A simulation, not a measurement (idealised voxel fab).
You're looking at the process module voxel released beams.
Each square cell in cross-section cut measures 5 nm, and the section as a whole is 180 nm wide.
We lay out every cross-section as a grid of square cells and spell it out in bands from the top down, where one band means one or more rows of cells. Basically the band line says how high the top is and how high the bottom is, in nm, and then what's in it from left to right, every material with its width in nm. Empty space shows up as "air", and if a single material carries "full width" it runs the full band edge to edge. Height reference: 0 = level under which incoming wafer is all one material. Lowest band: no bottom, runs on downward, e.g. "top 0, no bottom". Read "30->40" as a graded width: first number on top, second number at the bottom, same change between each pair of neighbouring rows. Any step labelled "no modifications" changed none of the cells in the cross-section. "Voids, enclosed" lists enclosed empty spaces (at least 8 cells, no open path upward to the top), each as width x height at distance from the left edge, in nm. Heads up: the bit after the settings on a step's line is the simulator's remark on that step. "overlay nm", when on a step's line for a step with a mask, measures how far to the right of its planned place the mask lay; a negative measure means to the left.
SO HERE'S THE LINEUP OF PROCESS STEPS WE PLANNED
| 1 | RECEIVE, material Si |
| 2 | CONFORMAL_DEP, material SiN, thk nm 10 |
| 3 | DIRECTIONAL_DEP, material SiO2, thk nm 20 |
| 4 | PATTERN, tone open, mask id ANCHOR, material resist, width nm 35, thk nm 15, overlay nm 0 |
| 5 | DIRECTIONAL_ETCH, etch materials SiO2, depth nm 20 |
| 6 | STRIP, etch materials resist |
| 7 | CONFORMAL_DEP, material TiN, thk nm 15 |
| 8 | DIRECTIONAL_DEP, material aC, thk nm 15 |
| 9 | PATTERN, tone cover, mask id BEAM, material resist, width nm 100, thk nm 30, overlay nm 0 |
| 10 | DIRECTIONAL_ETCH, etch materials aC, depth nm 15 |
| 11 | STRIP, etch materials resist |
| 12 | DIRECTIONAL_ETCH, etch materials TiN, depth nm 15 |
| 13 | STRIP, etch materials aC |
| 14 | STRIP, etch materials SiO2 |
CROSS-SECTION OF THE INCOMING WAFER, STATE AFTER STEP 1
- top 0, no bottom: Si full width
- Voids, enclosed: none
FIRST OF TWO WAFERS: CROSS-SECTION AT END OF MODULE, RUN PER PLAN
- top 45, bottom 30: air (35)  TiN (20)  air (5)  TiN (75)  air (45)
- top 30, bottom 25: air (40)  TiN (15)  air (5)  TiN (15)  air (105)
- top 25, bottom 10: air (40)  TiN (35)  air (105)
- top 10, bottom 0: SiN full width
- top 0, no bottom: Si full width
- Voids, enclosed: none
CROSS-SECTIONAL IMAGE OF THE SECOND WAFER OF THE TWO FOLLOWING COMPLETION OF THE MODULE. STARTING STATE AND PROCESS PLAN WERE THE SAME AS FOR THE FIRST WAFER; ONE EXECUTION ERROR OCCURRED
- top 50, bottom 35: air (35)  TiN (100)  air (45)
- top 35, bottom 30: TiN full width
- top 30, bottom 10: SiO2 (40)  TiN (35)  SiO2 (105)
- top 10, bottom 0: SiN full width
- top 0, no bottom: Si full width
- Voids, enclosed: none
Processing error: step 7, actual vs plan mismatch, actual run CONFORMAL_DEP, material TiN, thk nm 20
Wrapping up, a cell-based count of both wafers puts the second over or under the first for these materials: 116 more of SiO2; 40 more of TiN
